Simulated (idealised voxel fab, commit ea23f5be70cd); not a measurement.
Process module heading - voxel trench capacitor
The cross-section on display is named cut; it measures 185 nm wide, and its cells are 5 nm squares.
Cross-sections here: square-cell grids, written as top-down lists of bands, a band being one or more rows of cells.
Within each band entry, the heights of the top and of the bottom of the band appear first, in that order and in nm; the materials of the band then follow from left to right, each with its corresponding width in nm. The designation "everywhere" on a single material indicates that it fills the band from edge to edge; the designation "empty" indicates empty space.
Ref level 0: as-received wafer is one material below here. Bottom band extends down with no lower bound ("0 and below").
A width given as "30..40" starts at the first number in the band's top row and ends at the second number in its bottom row, shifting by an equal amount at every step from row to row.
Step marked "nothing changed"? Then no cell in the cross-section changed in it.
"Voids, sealed" lists enclosed empty spaces (at least 8 cells, no open path upward to the top), each as width x height at distance from the left edge, in nm.
Formally, on a step line, whatever follows the settings is a remark that the simulator itself makes on the step.
Steps that use a mask can have "overlay nm" on their line. It says how far the mask sat to the right of where it was meant to be. Negative means to the left.
Steps in the process plan:
- 1: RECEIVE with material Si
- 2: CONFORMAL_DEP with material SiN, thk nm 10
- 3: DIRECTIONAL_DEP with material aC, thk nm 15
- 4: PATTERN with tone open, mask id TRENCH, material resist, width nm 25, pitch nm 50, thk nm 30, overlay nm -15
- 5: DIRECTIONAL_ETCH with etch materials aC, depth nm 15
- 6: STRIP with etch materials resist
- 7: DIRECTIONAL_ETCH with etch materials SiN, depth nm 10
- 8: DIRECTIONAL_ETCH with etch materials Si, depth nm 35
- 9: STRIP with etch materials aC
- 10: CONFORMAL_DEP with material Al2O3, thk nm 5
- 11: CONFORMAL_DEP with material TiN, thk nm 5
- 12: FILL_DEP with material W, thk nm 10
- 13: CMP with height nm 10
Where the wafers of this document differ is in the overlay nm of step 4; they start out the same, and the plan states the value that applied to the first wafer.
Cross-section of the first of several wafers on receipt, reflecting completion of step 1:
0 and below  Si everywhere
Voids, sealed: none
Per-wafer rows below. For each material: cells gained (+) or lost (-) since the wafer was received, as of end of module. Then: closed voids:
overlay nm -15 | +42 Al2O3 | -70 Si | +54 SiN | +34 TiN | +14 W | Voids, sealed: none
overlay nm -10 | +42 Al2O3 | -70 Si | +54 SiN | +34 TiN | +14 W | Voids, sealed: none
overlay nm -5 | +42 Al2O3 | -70 Si | +54 SiN | +34 TiN | +14 W | Voids, sealed: none
overlay nm 0 | +42 Al2O3 | -70 Si | +54 SiN | +34 TiN | +14 W | Voids, sealed: none
overlay nm 5 | +42 Al2O3 | -70 Si | +54 SiN | +34 TiN | +14 W | Voids, sealed: none
overlay nm 10 | +42 Al2O3 | -70 Si | +54 SiN | +34 TiN | +14 W | Voids, sealed: none
overlay nm 15 | +42 Al2O3 | -70 Si | +54 SiN | +34 TiN | +14 W | Voids, sealed: none
